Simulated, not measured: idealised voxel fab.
The following process module bears the name voxel transistor to metal.
Xsec cut, 260 nm wide, square cell size 5 nm.
When this document writes out a cross-section, it uses a grid of square cells and lists it as bands, beginning at the top and moving down, with a band standing for one or more rows of cells. Basically the band line says how high the top is and how high the bottom is, in nm, and then what's in it from left to right, every material with its width in nm. Empty space shows up as "blank", and if a single material carries "everywhere" it runs the full band edge to edge. Ref level 0: as-received wafer is one material below here. Bottom band extends down with no lower bound ("0 -> down"). Top row gets the first number, bottom row gets the second, and each row in between changes by the same step: that is how a band width like "30->40" works. "nothing altered" after a step means that no cell of the cross-section changed. Closed-off voids of 8+ cells (no open route to the top) go in "Trapped void list", written width x height at distance from the left edge, in nm. Formally, on a step line, whatever follows the settings is a remark that the simulator itself makes on the step. overlay nm: how far to the right of its planned place the mask lay on this masked step (negative: to the left). Every pair from here on: before one process step, after it. The after cross-section reaches only to the lowest band that changed. Below the pair: the step in between and its settings. Pairs can belong to different runs of this module on the same starting wafer; a pair carries on from the pair above only if the entry headed "Before processing" says so.
Before processing
- 70 -> 55 = resist (25)  blank (20)  resist (45)  blank (20)  resist (45)  blank (20)  resist (45)  blank (20)  resist (20)
- 55 -> 45 = SiO2 everywhere
- 45 -> 30 = SiO2 (40)  SiN (10)  SiO2 (5)  SiCN (20)  SiO2 (5)  SiN (10)  SiO2 (80)  SiN (10)  SiO2 (5)  SiCN (20)  SiO2 (5)  SiN (10)  SiO2 (40)
- 30 -> 15 = SiO2 (40)  SiN (10)  SiO2 (5)  polySi (20)  SiO2 (5)  SiN (10)  SiO2 (80)  SiN (10)  SiO2 (5)  polySi (20)  SiO2 (5)  SiN (10)  SiO2 (40)
- 15 -> 0 = SiO2 (20)  pSi (20)  SiN (10)  SiO2 (5)  polySi (20)  SiO2 (5)  SiN (10)  pSi (20)  SiO2 (40)  pSi (20)  SiN (10)  SiO2 (5)  polySi (20)  SiO2 (5)  SiN (10)  pSi (20)  SiO2 (20)
- 0 -> -5 = SiO2 (15)  pSi (25)  SiO2 (50)  pSi (25)  SiO2 (30)  pSi (25)  SiO2 (50)  pSi (25)  SiO2 (15)
- -5 -> -20 = SiO2 (20)  pSi (20)  Si (50)  pSi (20)  SiO2 (40)  pSi (20)  Si (50)  pSi (20)  SiO2 (20)
- -20 -> -30 = SiO2 (20)  Si (90)  SiO2 (40)  Si (90)  SiO2 (20)
- -30 -> down = Si everywhere
- Trapped void list: none
Post-Process View
- 70 -> 55 = resist (25)  blank (20)  resist (45)  blank (20)  resist (45)  blank (20)  resist (45)  blank (20)  resist (20)
- 55 -> 45 = SiO2 (25)  blank (20)  SiO2 (45)  blank (20)  SiO2 (45)  blank (20)  SiO2 (45)  blank (20)  SiO2 (20)
- 45 -> 30 = SiO2 (25)  blank (15)  SiN (10)  SiO2 (5)  SiCN (20)  SiO2 (5)  SiN (10)  blank (20)  SiO2 (45)  blank (15)  SiN (10)  SiO2 (5)  SiCN (20)  SiO2 (5)  SiN (10)  blank (20)  SiO2 (20)
- 30 -> 15 = SiO2 (25)  blank (15)  SiN (10)  SiO2 (5)  polySi (20)  SiO2 (5)  SiN (10)  blank (20)  SiO2 (45)  blank (15)  SiN (10)  SiO2 (5)  polySi (20)  SiO2 (5)  SiN (10)  blank (20)  SiO2 (20)
- Lower than 15, everything is as it was.
- Trapped void list: none
Which step turns the before cross-section above into the after cross-section? DIRECTIONAL_ETCH with etch materials SiO2, depth nm 40
Before processing: The initial state for this step is given by the after cross-section of the immediately preceding pair.
Post-Process View
- 55 -> 45 = SiO2 (25)  blank (20)  SiO2 (45)  blank (20)  SiO2 (45)  blank (20)  SiO2 (45)  blank (20)  SiO2 (20)
- Lower than 45, everything is as it was.
- Trapped void list: none
Which step turns the before cross-section above into the after cross-section? STRIP with etch materials resist
Before processing: The initial state for this step is given by the after cross-section of the immediately preceding pair.
Post-Process View
- 60 -> 55 = TiN (30)  blank (10)  TiN (55)  blank (10)  TiN (55)  blank (10)  TiN (55)  blank (10)  TiN (25)
- 55 -> 45 = SiO2 (25)  TiN (5)  blank (10->5)  TiN (5->10)  SiO2 (45)  TiN (5)  blank (10)  TiN (5)  SiO2 (45)  TiN (5)  blank (10->5)  TiN (5->10)  SiO2 (45)  TiN (5)  blank (10)  TiN (5)  SiO2 (20)
- 45 -> 30 = SiO2 (25)  TiN (5)  blank (5)  TiN (5)  SiN (10)  SiO2 (5)  SiCN (20)  SiO2 (5)  SiN (10)  TiN (5)  blank (10)  TiN (5)  SiO2 (45)  TiN (5)  blank (5)  TiN (5)  SiN (10)  SiO2 (5)  SiCN (20)  SiO2 (5)  SiN (10)  TiN (5)  blank (10)  TiN (5)  SiO2 (20)
- 30 -> 20 = SiO2 (25)  TiN (5)  blank (5)  TiN (5)  SiN (10)  SiO2 (5)  polySi (20)  SiO2 (5)  SiN (10)  TiN (5)  blank (10)  TiN (5)  SiO2 (45)  TiN (5)  blank (5)  TiN (5)  SiN (10)  SiO2 (5)  polySi (20)  SiO2 (5)  SiN (10)  TiN (5)  blank (10)  TiN (5)  SiO2 (20)
- 20 -> 15 = SiO2 (25)  TiN (15)  SiN (10)  SiO2 (5)  polySi (20)  SiO2 (5)  SiN (10)  TiN (20)  SiO2 (45)  TiN (15)  SiN (10)  SiO2 (5)  polySi (20)  SiO2 (5)  SiN (10)  TiN (20)  SiO2 (20)
- Lower than 15, everything is as it was.
- Trapped void list: none
Which step turns the before cross-section above into the after cross-section? CONFORMAL_DEP with material TiN, thk nm 5
Before processing: The initial state for this step is given by the after cross-section of the immediately preceding pair.
Post-Process View
- 65 -> 60 = Ru everywhere
- 60 -> 55 = TiN (30)  Ru (10)  TiN (55)  Ru (10)  TiN (55)  Ru (10)  TiN (55)  Ru (10)  TiN (25)
- 55 -> 45 = SiO2 (25)  TiN (5)  Ru (10->5)  TiN (5->10)  SiO2 (45)  TiN (5)  Ru (10)  TiN (5)  SiO2 (45)  TiN (5)  Ru (10->5)  TiN (5->10)  SiO2 (45)  TiN (5)  Ru (10)  TiN (5)  SiO2 (20)
- 45 -> 30 = SiO2 (25)  TiN (5)  Ru (5)  TiN (5)  SiN (10)  SiO2 (5)  SiCN (20)  SiO2 (5)  SiN (10)  TiN (5)  Ru (10)  TiN (5)  SiO2 (45)  TiN (5)  Ru (5)  TiN (5)  SiN (10)  SiO2 (5)  SiCN (20)  SiO2 (5)  SiN (10)  TiN (5)  Ru (10)  TiN (5)  SiO2 (20)
- 30 -> 20 = SiO2 (25)  TiN (5)  Ru (5)  TiN (5)  SiN (10)  SiO2 (5)  polySi (20)  SiO2 (5)  SiN (10)  TiN (5)  Ru (10)  TiN (5)  SiO2 (45)  TiN (5)  Ru (5)  TiN (5)  SiN (10)  SiO2 (5)  polySi (20)  SiO2 (5)  SiN (10)  TiN (5)  Ru (10)  TiN (5)  SiO2 (20)
- Lower than 20, everything is as it was.
- Trapped void list: none
Which step turns the before cross-section above into the after cross-section? FILL_DEP with material Ru, thk nm 5
Before processing: The initial state for this step is given by the after cross-section of the immediately preceding pair.
Post-Process View
- 55 -> 45 = SiO2 (25)  TiN (5)  Ru (10->5)  TiN (5->10)  SiO2 (45)  TiN (5)  Ru (10)  TiN (5)  SiO2 (45)  TiN (5)  Ru (10->5)  TiN (5->10)  SiO2 (45)  TiN (5)  Ru (10)  TiN (5)  SiO2 (20)
- Lower than 45, everything is as it was.
- Trapped void list: none
Which step turns the before cross-section above into the after cross-section? CMP with height nm 55
Before processing: The initial state for this step is given by the after cross-section of the immediately preceding pair.
Post-Process View
- 60 -> 55 = SiCN everywhere
- Lower than 55, everything is as it was.
- Trapped void list: none
Which step turns the before cross-section above into the after cross-section? CONFORMAL_DEP with material SiCN, thk nm 5
Before processing: The initial state for this step is given by the after cross-section of the immediately preceding pair.
Post-Process View
- 75 -> 60 = lowk everywhere
- Lower than 60, everything is as it was.
- Trapped void list: none
Which step turns the before cross-section above into the after cross-section? DIRECTIONAL_DEP with material lowk, thk nm 15
Before processing: The initial state for this step is given by the after cross-section of the immediately preceding pair.
Post-Process View
- 90 -> 75 = aC everywhere
- Lower than 75, everything is as it was.
- Trapped void list: none
Which step turns the before cross-section above into the after cross-section? DIRECTIONAL_DEP with material aC, thk nm 15
Before processing: The initial state for this step is given by the after cross-section of the immediately preceding pair.
Post-Process View
- 120 -> 90 = resist (25)  blank (15)  resist (50)  blank (15)  resist (50)  blank (15)  resist (50)  blank (15)  resist (25)
- Lower than 90, everything is as it was.
- Trapped void list: none
Which step turns the before cross-section above into the after cross-section? PATTERN with tone open, mask id METAL_1, material resist, width nm 15, pitch nm 65, thk nm 30, overlay nm 0
Before processing: The initial state for this step is given by the after cross-section of the immediately preceding pair.
Post-Process View
- 105 -> 90 = resist (25)  blank (15)  resist (50)  blank (15)  resist (50)  blank (15)  resist (50)  blank (15)  resist (25)
- 90 -> 75 = aC (25)  blank (15)  aC (50)  blank (15)  aC (50)  blank (15)  aC (50)  blank (15)  aC (25)
- Lower than 75, everything is as it was.
- Trapped void list: none
Which step turns the before cross-section above into the after cross-section? DIRECTIONAL_ETCH with etch materials aC, depth nm 15
Before processing: The initial state for this step is given by the after cross-section of the immediately preceding pair.
Post-Process View
- 90 -> 75 = aC (25)  blank (15)  aC (50)  blank (15)  aC (50)  blank (15)  aC (50)  blank (15)  aC (25)
- Lower than 75, everything is as it was.
- Trapped void list: none
Which step turns the before cross-section above into the after cross-section? STRIP with etch materials resist
Before processing: The initial state for this step is given by the after cross-section of the immediately preceding pair.
Post-Process View
- 90 -> 75 = aC (25)  blank (15)  aC (50)  blank (15)  aC (50)  blank (15)  aC (50)  blank (15)  aC (25)
- 75 -> 60 = lowk (25)  blank (15)  lowk (50)  blank (15)  lowk (50)  blank (15)  lowk (50)  blank (15)  lowk (25)
- Lower than 60, everything is as it was.
- Trapped void list: none
Which step turns the before cross-section above into the after cross-section? DIRECTIONAL_ETCH with etch materials lowk, depth nm 15
Before processing: The initial state for this step is given by the after cross-section of the immediately preceding pair.
Post-Process View
- 90 -> 75 = aC (25)  blank (15)  aC (50)  blank (15)  aC (50)  blank (15)  aC (50)  blank (15)  aC (25)
- 75 -> 60 = lowk (25)  blank (15)  lowk (50)  blank (15)  lowk (50)  blank (15)  lowk (50)  blank (15)  lowk (25)
- 60 -> 55 = SiCN (25)  blank (15)  SiCN (50)  blank (15)  SiCN (50)  blank (15)  SiCN (50)  blank (15)  SiCN (25)
- Lower than 55, everything is as it was.
- Trapped void list: none
Which step turns the before cross-section above into the after cross-section? DIRECTIONAL_ETCH with etch materials SiCN, depth nm 5
Before processing: The initial state for this step is given by the after cross-section of the immediately preceding pair.
Post-Process View
- 75 -> 60 = lowk (25)  blank (15)  lowk (50)  blank (15)  lowk (50)  blank (15)  lowk (50)  blank (15)  lowk (25)
- Lower than 60, everything is as it was.
- Trapped void list: none
Which step turns the before cross-section above into the after cross-section? STRIP with etch materials aC
Before processing: The initial state for this step is given by the after cross-section of the immediately preceding pair.
Post-Process View
- 80 -> 75 = TiN (30)  blank (5)  TiN (60)  blank (5)  TiN (60)  blank (5)  TiN (60)  blank (5)  TiN (30)
- 75 -> 60 = lowk (25)  TiN (5)  blank (5)  TiN (5)  lowk (50)  TiN (5)  blank (5)  TiN (5)  lowk (50)  TiN (5)  blank (5)  TiN (5)  lowk (50)  TiN (5)  blank (5)  TiN (5)  lowk (25)
- 60 -> 55 = SiCN (25)  TiN (15)  SiCN (50)  TiN (15)  SiCN (50)  TiN (15)  SiCN (50)  TiN (15)  SiCN (25)
- Lower than 55, everything is as it was.
- Trapped void list: none
Which step turns the before cross-section above into the after cross-section? CONFORMAL_DEP with material TiN, thk nm 5
Before processing: The initial state for this step is given by the after cross-section of the immediately preceding pair.
Post-Process View
- 90 -> 80 = W everywhere
- 80 -> 75 = TiN (30)  W (5)  TiN (60)  W (5)  TiN (60)  W (5)  TiN (60)  W (5)  TiN (30)
- 75 -> 60 = lowk (25)  TiN (5)  W (5)  TiN (5)  lowk (50)  TiN (5)  W (5)  TiN (5)  lowk (50)  TiN (5)  W (5)  TiN (5)  lowk (50)  TiN (5)  W (5)  TiN (5)  lowk (25)
- Lower than 60, everything is as it was.
- Trapped void list: none
Which step turns the before cross-section above into the after cross-section? FILL_DEP with material W, thk nm 10
Before processing: The initial state for this step is given by the after cross-section of the immediately preceding pair.
Post-Process View
- 75 -> 60 = lowk (25)  TiN (5)  W (5)  TiN (5)  lowk (50)  TiN (5)  W (5)  TiN (5)  lowk (50)  TiN (5)  W (5)  TiN (5)  lowk (50)  TiN (5)  W (5)  TiN (5)  lowk (25)
- Lower than 60, everything is as it was.
- Trapped void list: none
Which step turns the before cross-section above into the after cross-section? CMP with height nm 75
Before processing: The initial state for this step is given by the after cross-section of the immediately preceding pair.
Post-Process View
- 80 -> 75 = blank (20)  Ru (25)  blank (40)  Ru (25)  blank (40)  Ru (25)  blank (40)  Ru (25)  blank (20)
- Lower than 75, everything is as it was.
- Trapped void list: none
Which step turns the before cross-section above into the after cross-section? EPI with material Ru, thk nm 5
Before processing: The initial state for this step is given by the after cross-section of the immediately preceding pair.
Post-Process View
- 85 -> 80 = SiCN everywhere
- 80 -> 75 = SiCN (20)  Ru (25)  SiCN (40)  Ru (25)  SiCN (40)  Ru (25)  SiCN (40)  Ru (25)  SiCN (20)
- Lower than 75, everything is as it was.
- Trapped void list: none
Which step turns the before cross-section above into the after cross-section? FILL_DEP with material SiCN, thk nm 5
Before processing
- 90 -> 75 = aC everywhere
- 75 -> 60 = lowk everywhere
- 60 -> 55 = SiCN everywhere
- 55 -> 45 = SiO2 (25)  TiN (5)  Ru (5)  TiN (5)  SiO2 (50)  TiN (5)  Ru (5)  TiN (5)  SiO2 (50)  TiN (5)  Ru (5)  TiN (5)  SiO2 (50)  TiN (5)  Ru (5)  TiN (5)  SiO2 (25)
- 45 -> 30 = SiO2 (25)  TiN (5)  Ru (5)  TiN (5)  SiN (10)  SiO2 (5)  SiCN (20)  SiO2 (5)  SiN (10)  TiN (5)  Ru (5)  TiN (5)  SiO2 (50)  TiN (5)  Ru (5)  TiN (5)  SiN (10)  SiO2 (5)  SiCN (20)  SiO2 (5)  SiN (10)  TiN (5)  Ru (5)  TiN (5)  SiO2 (25)
- 30 -> 20 = SiO2 (25)  TiN (5)  Ru (5)  TiN (5)  SiN (10)  SiO2 (5)  polySi (20)  SiO2 (5)  SiN (10)  TiN (5)  Ru (5)  TiN (5)  SiO2 (50)  TiN (5)  Ru (5)  TiN (5)  SiN (10)  SiO2 (5)  polySi (20)  SiO2 (5)  SiN (10)  TiN (5)  Ru (5)  TiN (5)  SiO2 (25)
- 20 -> 15 = SiO2 (25)  TiN (15)  SiN (10)  SiO2 (5)  polySi (20)  SiO2 (5)  SiN (10)  TiN (15)  SiO2 (50)  TiN (15)  SiN (10)  SiO2 (5)  polySi (20)  SiO2 (5)  SiN (10)  TiN (15)  SiO2 (25)
- 15 -> 0 = SiO2 (20)  pSi (20)  SiN (10)  SiO2 (5)  polySi (20)  SiO2 (5)  SiN (10)  pSi (20)  SiO2 (40)  pSi (20)  SiN (10)  SiO2 (5)  polySi (20)  SiO2 (5)  SiN (10)  pSi (20)  SiO2 (20)
- 0 -> -5 = SiO2 (15)  pSi (25)  SiO2 (50)  pSi (25)  SiO2 (30)  pSi (25)  SiO2 (50)  pSi (25)  SiO2 (15)
- -5 -> -20 = SiO2 (20)  pSi (20)  Si (50)  pSi (20)  SiO2 (40)  pSi (20)  Si (50)  pSi (20)  SiO2 (20)
- -20 -> -30 = SiO2 (20)  Si (90)  SiO2 (40)  Si (90)  SiO2 (20)
- -30 -> down = Si everywhere
- Trapped void list: none
Post-Process View
- 120 -> 90 = resist (35)  blank (15)  resist (50)  blank (15)  resist (50)  blank (15)  resist (50)  blank (15)  resist (15)
- Lower than 90, everything is as it was.
- Trapped void list: none
Which step turns the before cross-section above into the after cross-section? PATTERN with tone open, mask id METAL_1, material resist, width nm 15, pitch nm 65, thk nm 30, overlay nm 10
Before processing: The initial state for this step is given by the after cross-section of the immediately preceding pair.
Post-Process View
- 105 -> 90 = resist (35)  blank (15)  resist (50)  blank (15)  resist (50)  blank (15)  resist (50)  blank (15)  resist (15)
- 90 -> 75 = aC (35)  blank (15)  aC (50)  blank (15)  aC (50)  blank (15)  aC (50)  blank (15)  aC (15)
- Lower than 75, everything is as it was.
- Trapped void list: none
Which step turns the before cross-section above into the after cross-section? DIRECTIONAL_ETCH with etch materials aC, depth nm 15
Before processing: The initial state for this step is given by the after cross-section of the immediately preceding pair.
Post-Process View
- 90 -> 75 = aC (35)  blank (15)  aC (50)  blank (15)  aC (50)  blank (15)  aC (50)  blank (15)  aC (15)
- Lower than 75, everything is as it was.
- Trapped void list: none
Which step turns the before cross-section above into the after cross-section? STRIP with etch materials resist
Before processing: The initial state for this step is given by the after cross-section of the immediately preceding pair.
Post-Process View
- 90 -> 75 = aC (35)  blank (15)  aC (50)  blank (15)  aC (50)  blank (15)  aC (50)  blank (15)  aC (15)
- 75 -> 60 = lowk (35)  blank (15)  lowk (50)  blank (15)  lowk (50)  blank (15)  lowk (50)  blank (15)  lowk (15)
- Lower than 60, everything is as it was.
- Trapped void list: none
Which step turns the before cross-section above into the after cross-section? DIRECTIONAL_ETCH with etch materials lowk, depth nm 15
Before processing: The initial state for this step is given by the after cross-section of the immediately preceding pair.
Post-Process View
- 90 -> 75 = aC (35)  blank (15)  aC (50)  blank (15)  aC (50)  blank (15)  aC (50)  blank (15)  aC (15)
- 75 -> 60 = lowk (35)  blank (15)  lowk (50)  blank (15)  lowk (50)  blank (15)  lowk (50)  blank (15)  lowk (15)
- 60 -> 55 = SiCN (35)  blank (15)  SiCN (50)  blank (15)  SiCN (50)  blank (15)  SiCN (50)  blank (15)  SiCN (15)
- Lower than 55, everything is as it was.
- Trapped void list: none
Which step turns the before cross-section above into the after cross-section? DIRECTIONAL_ETCH with etch materials SiCN, depth nm 5
Before processing: The initial state for this step is given by the after cross-section of the immediately preceding pair.
Post-Process View
- 75 -> 60 = lowk (35)  blank (15)  lowk (50)  blank (15)  lowk (50)  blank (15)  lowk (50)  blank (15)  lowk (15)
- Lower than 60, everything is as it was.
- Trapped void list: none
Which step turns the before cross-section above into the after cross-section? STRIP with etch materials aC
Before processing: The initial state for this step is given by the after cross-section of the immediately preceding pair.
Post-Process View
- 80 -> 75 = TiN (40)  blank (5)  TiN (60)  blank (5)  TiN (60)  blank (5)  TiN (60)  blank (5)  TiN (20)
- 75 -> 60 = lowk (35)  TiN (5)  blank (5)  TiN (5)  lowk (50)  TiN (5)  blank (5)  TiN (5)  lowk (50)  TiN (5)  blank (5)  TiN (5)  lowk (50)  TiN (5)  blank (5)  TiN (5)  lowk (15)
- 60 -> 55 = SiCN (35)  TiN (15)  SiCN (50)  TiN (15)  SiCN (50)  TiN (15)  SiCN (50)  TiN (15)  SiCN (15)
- Lower than 55, everything is as it was.
- Trapped void list: none
Which step turns the before cross-section above into the after cross-section? CONFORMAL_DEP with material TiN, thk nm 5
Before processing: The initial state for this step is given by the after cross-section of the immediately preceding pair.
Post-Process View
- 90 -> 80 = W everywhere
- 80 -> 75 = TiN (40)  W (5)  TiN (60)  W (5)  TiN (60)  W (5)  TiN (60)  W (5)  TiN (20)
- 75 -> 60 = lowk (35)  TiN (5)  W (5)  TiN (5)  lowk (50)  TiN (5)  W (5)  TiN (5)  lowk (50)  TiN (5)  W (5)  TiN (5)  lowk (50)  TiN (5)  W (5)  TiN (5)  lowk (15)
- Lower than 60, everything is as it was.
- Trapped void list: none
Which step turns the before cross-section above into the after cross-section? FILL_DEP with material W, thk nm 10
Before processing: The initial state for this step is given by the after cross-section of the immediately preceding pair.
Post-Process View
- 75 -> 60 = lowk (35)  TiN (5)  W (5)  TiN (5)  lowk (50)  TiN (5)  W (5)  TiN (5)  lowk (50)  TiN (5)  W (5)  TiN (5)  lowk (50)  TiN (5)  W (5)  TiN (5)  lowk (15)
- Lower than 60, everything is as it was.
- Trapped void list: none
Which step turns the before cross-section above into the after cross-section? CMP with height nm 75
Before processing: The initial state for this step is given by the after cross-section of the immediately preceding pair.
Post-Process View
- 80 -> 75 = blank (30)  Ru (25)  blank (40)  Ru (25)  blank (40)  Ru (25)  blank (40)  Ru (25)  blank (10)
- Lower than 75, everything is as it was.
- Trapped void list: none
Which step turns the before cross-section above into the after cross-section? EPI with material Ru, thk nm 5
Before processing: The initial state for this step is given by the after cross-section of the immediately preceding pair.
Post-Process View
- 85 -> 80 = SiCN everywhere
- 80 -> 75 = SiCN (30)  Ru (25)  SiCN (40)  Ru (25)  SiCN (40)  Ru (25)  SiCN (40)  Ru (25)  SiCN (10)
- Lower than 75, everything is as it was.
- Trapped void list: none
Which step turns the before cross-section above into the after cross-section? FILL_DEP with material SiCN, thk nm 5
Before processing
- 45 -> 30 = SiO2 (40)  SiN (10)  SiO2 (5)  SiCN (20)  SiO2 (5)  SiN (10)  SiO2 (80)  SiN (10)  SiO2 (5)  SiCN (20)  SiO2 (5)  SiN (10)  SiO2 (40)
- 30 -> 15 = SiO2 (40)  SiN (10)  SiO2 (5)  polySi (20)  SiO2 (5)  SiN (10)  SiO2 (80)  SiN (10)  SiO2 (5)  polySi (20)  SiO2 (5)  SiN (10)  SiO2 (40)
- 15 -> 0 = SiO2 (20)  pSi (20)  SiN (10)  SiO2 (5)  polySi (20)  SiO2 (5)  SiN (10)  pSi (20)  SiO2 (40)  pSi (20)  SiN (10)  SiO2 (5)  polySi (20)  SiO2 (5)  SiN (10)  pSi (20)  SiO2 (20)
- 0 -> -5 = SiO2 (15)  pSi (25)  SiO2 (50)  pSi (25)  SiO2 (30)  pSi (25)  SiO2 (50)  pSi (25)  SiO2 (15)
- -5 -> -20 = SiO2 (20)  pSi (20)  Si (50)  pSi (20)  SiO2 (40)  pSi (20)  Si (50)  pSi (20)  SiO2 (20)
- -20 -> -30 = SiO2 (20)  Si (90)  SiO2 (40)  Si (90)  SiO2 (20)
- -30 -> down = Si everywhere
- Trapped void list: none
Post-Process View
- 55 -> 45 = TiN everywhere
- Lower than 45, everything is as it was.
- Trapped void list: none
Which step turns the before cross-section above into the after cross-section? DIRECTIONAL_DEP with material TiN, thk nm 10
Before processing: The initial state for this step is given by the after cross-section of the immediately preceding pair.
Post-Process View
- 70 -> 55 = resist (25)  blank (15)  resist (50)  blank (15)  resist (50)  blank (15)  resist (50)  blank (15)  resist (25)
- Lower than 55, everything is as it was.
- Trapped void list: none
Which step turns the before cross-section above into the after cross-section? PATTERN with tone open, mask id CONTACT, material resist, width nm 15, pitch nm 65, thk nm 15, overlay nm 0
Before processing: The initial state for this step is given by the after cross-section of the immediately preceding pair.
Post-Process View
- 55 -> 45 = TiN everywhere
- Lower than 45, everything is as it was.
- Trapped void list: none
Which step turns the before cross-section above into the after cross-section? STRIP with etch materials resist
Before processing: The initial state for this step is given by the after cross-section of the immediately preceding pair.
Post-Process View
- 60 -> 45 = TiN everywhere
- Lower than 45, everything is as it was.
- Trapped void list: none
Which step turns the before cross-section above into the after cross-section? CONFORMAL_DEP with material TiN, thk nm 5
Before processing: The initial state for this step is given by the after cross-section of the immediately preceding pair.
Post-Process View
- 65 -> 60 = Ru everywhere
- Lower than 60, everything is as it was.
- Trapped void list: none
Which step turns the before cross-section above into the after cross-section? FILL_DEP with material Ru, thk nm 5
Before processing: The initial state for this step is given by the after cross-section of the immediately preceding pair.
Post-Process View
- 55 -> 45 = TiN everywhere
- Lower than 45, everything is as it was.
- Trapped void list: none
Which step turns the before cross-section above into the after cross-section? CMP with height nm 55
Before processing: The initial state for this step is given by the after cross-section of the immediately preceding pair.
Post-Process View
- 60 -> 55 = SiCN everywhere
- Lower than 55, everything is as it was.
- Trapped void list: none
Which step turns the before cross-section above into the after cross-section? CONFORMAL_DEP with material SiCN, thk nm 5
Before processing: The initial state for this step is given by the after cross-section of the immediately preceding pair.
Post-Process View
- 75 -> 60 = lowk everywhere
- Lower than 60, everything is as it was.
- Trapped void list: none
Which step turns the before cross-section above into the after cross-section? DIRECTIONAL_DEP with material lowk, thk nm 15
Before processing: The initial state for this step is given by the after cross-section of the immediately preceding pair.
Post-Process View
- 90 -> 75 = aC everywhere
- Lower than 75, everything is as it was.
- Trapped void list: none
Which step turns the before cross-section above into the after cross-section? DIRECTIONAL_DEP with material aC, thk nm 15
Before processing: The initial state for this step is given by the after cross-section of the immediately preceding pair.
Post-Process View
- 120 -> 90 = resist (25)  blank (15)  resist (50)  blank (15)  resist (50)  blank (15)  resist (50)  blank (15)  resist (25)
- Lower than 90, everything is as it was.
- Trapped void list: none
Which step turns the before cross-section above into the after cross-section? PATTERN with tone open, mask id METAL_1, material resist, width nm 15, pitch nm 65, thk nm 30, overlay nm 0
Before processing: The initial state for this step is given by the after cross-section of the immediately preceding pair.
Post-Process View
- 105 -> 90 = resist (25)  blank (15)  resist (50)  blank (15)  resist (50)  blank (15)  resist (50)  blank (15)  resist (25)
- 90 -> 75 = aC (25)  blank (15)  aC (50)  blank (15)  aC (50)  blank (15)  aC (50)  blank (15)  aC (25)
- Lower than 75, everything is as it was.
- Trapped void list: none
Which step turns the before cross-section above into the after cross-section? DIRECTIONAL_ETCH with etch materials aC, depth nm 15
Before processing: The initial state for this step is given by the after cross-section of the immediately preceding pair.
Post-Process View
- 90 -> 75 = aC (25)  blank (15)  aC (50)  blank (15)  aC (50)  blank (15)  aC (50)  blank (15)  aC (25)
- Lower than 75, everything is as it was.
- Trapped void list: none
Which step turns the before cross-section above into the after cross-section? STRIP with etch materials resist
Before processing: The initial state for this step is given by the after cross-section of the immediately preceding pair.
Post-Process View
- 90 -> 75 = aC (25)  blank (15)  aC (50)  blank (15)  aC (50)  blank (15)  aC (50)  blank (15)  aC (25)
- 75 -> 60 = lowk (25)  blank (15)  lowk (50)  blank (15)  lowk (50)  blank (15)  lowk (50)  blank (15)  lowk (25)
- Lower than 60, everything is as it was.
- Trapped void list: none
Which step turns the before cross-section above into the after cross-section? DIRECTIONAL_ETCH with etch materials lowk, depth nm 15
Before processing: The initial state for this step is given by the after cross-section of the immediately preceding pair.
Post-Process View
- 90 -> 75 = aC (25)  blank (15)  aC (50)  blank (15)  aC (50)  blank (15)  aC (50)  blank (15)  aC (25)
- 75 -> 60 = lowk (25)  blank (15)  lowk (50)  blank (15)  lowk (50)  blank (15)  lowk (50)  blank (15)  lowk (25)
- 60 -> 55 = SiCN (25)  blank (15)  SiCN (50)  blank (15)  SiCN (50)  blank (15)  SiCN (50)  blank (15)  SiCN (25)
- Lower than 55, everything is as it was.
- Trapped void list: none
Which step turns the before cross-section above into the after cross-section? DIRECTIONAL_ETCH with etch materials SiCN, depth nm 5
Before processing: The initial state for this step is given by the after cross-section of the immediately preceding pair.
Post-Process View
- 75 -> 60 = lowk (25)  blank (15)  lowk (50)  blank (15)  lowk (50)  blank (15)  lowk (50)  blank (15)  lowk (25)
- Lower than 60, everything is as it was.
- Trapped void list: none
Which step turns the before cross-section above into the after cross-section? STRIP with etch materials aC
Before processing: The initial state for this step is given by the after cross-section of the immediately preceding pair.
Post-Process View
- 80 -> 75 = TiN (30)  blank (5)  TiN (60)  blank (5)  TiN (60)  blank (5)  TiN (60)  blank (5)  TiN (30)
- 75 -> 60 = lowk (25)  TiN (5)  blank (5)  TiN (5)  lowk (50)  TiN (5)  blank (5)  TiN (5)  lowk (50)  TiN (5)  blank (5)  TiN (5)  lowk (50)  TiN (5)  blank (5)  TiN (5)  lowk (25)
- 60 -> 55 = SiCN (25)  TiN (15)  SiCN (50)  TiN (15)  SiCN (50)  TiN (15)  SiCN (50)  TiN (15)  SiCN (25)
- Lower than 55, everything is as it was.
- Trapped void list: none
Which step turns the before cross-section above into the after cross-section? CONFORMAL_DEP with material TiN, thk nm 5
Before processing: The initial state for this step is given by the after cross-section of the immediately preceding pair.
Post-Process View
- 90 -> 80 = W everywhere
- 80 -> 75 = TiN (30)  W (5)  TiN (60)  W (5)  TiN (60)  W (5)  TiN (60)  W (5)  TiN (30)
- 75 -> 60 = lowk (25)  TiN (5)  W (5)  TiN (5)  lowk (50)  TiN (5)  W (5)  TiN (5)  lowk (50)  TiN (5)  W (5)  TiN (5)  lowk (50)  TiN (5)  W (5)  TiN (5)  lowk (25)
- Lower than 60, everything is as it was.
- Trapped void list: none
Which step turns the before cross-section above into the after cross-section? FILL_DEP with material W, thk nm 10
Before processing: The initial state for this step is given by the after cross-section of the immediately preceding pair.
Post-Process View
- 75 -> 60 = lowk (25)  TiN (5)  W (5)  TiN (5)  lowk (50)  TiN (5)  W (5)  TiN (5)  lowk (50)  TiN (5)  W (5)  TiN (5)  lowk (50)  TiN (5)  W (5)  TiN (5)  lowk (25)
- Lower than 60, everything is as it was.
- Trapped void list: none
Which step turns the before cross-section above into the after cross-section? CMP with height nm 75
Before processing: The initial state for this step is given by the after cross-section of the immediately preceding pair.
Post-Process View
- 80 -> 75 = blank (20)  Ru (25)  blank (40)  Ru (25)  blank (40)  Ru (25)  blank (40)  Ru (25)  blank (20)
- Lower than 75, everything is as it was.
- Trapped void list: none
Which step turns the before cross-section above into the after cross-section? EPI with material Ru, thk nm 5
Before processing: The initial state for this step is given by the after cross-section of the immediately preceding pair.
Post-Process View
- 85 -> 80 = SiCN everywhere
- 80 -> 75 = SiCN (20)  Ru (25)  SiCN (40)  Ru (25)  SiCN (40)  Ru (25)  SiCN (40)  Ru (25)  SiCN (20)
- Lower than 75, everything is as it was.
- Trapped void list: none
Which step turns the before cross-section above into the after cross-section? FILL_DEP with material SiCN, thk nm 5
Before processing
- 45 -> 30 = SiCN everywhere
- 30 -> 0 = polySi everywhere
- 0 -> -5 = SiO2 everywhere
- -5 -> -30 = SiO2 (20)  Si (90)  SiO2 (40)  Si (90)  SiO2 (20)
- -30 -> down = Si everywhere
- Trapped void list: none
Post-Process View
- 60 -> 45 = resist (55)  blank (20)  resist (110)  blank (20)  resist (55)
- Lower than 45, everything is as it was.
- Trapped void list: none
Which step turns the before cross-section above into the after cross-section? PATTERN with tone open, mask id GATE, material resist, width nm 20, pitch nm 130, thk nm 15, overlay nm 0
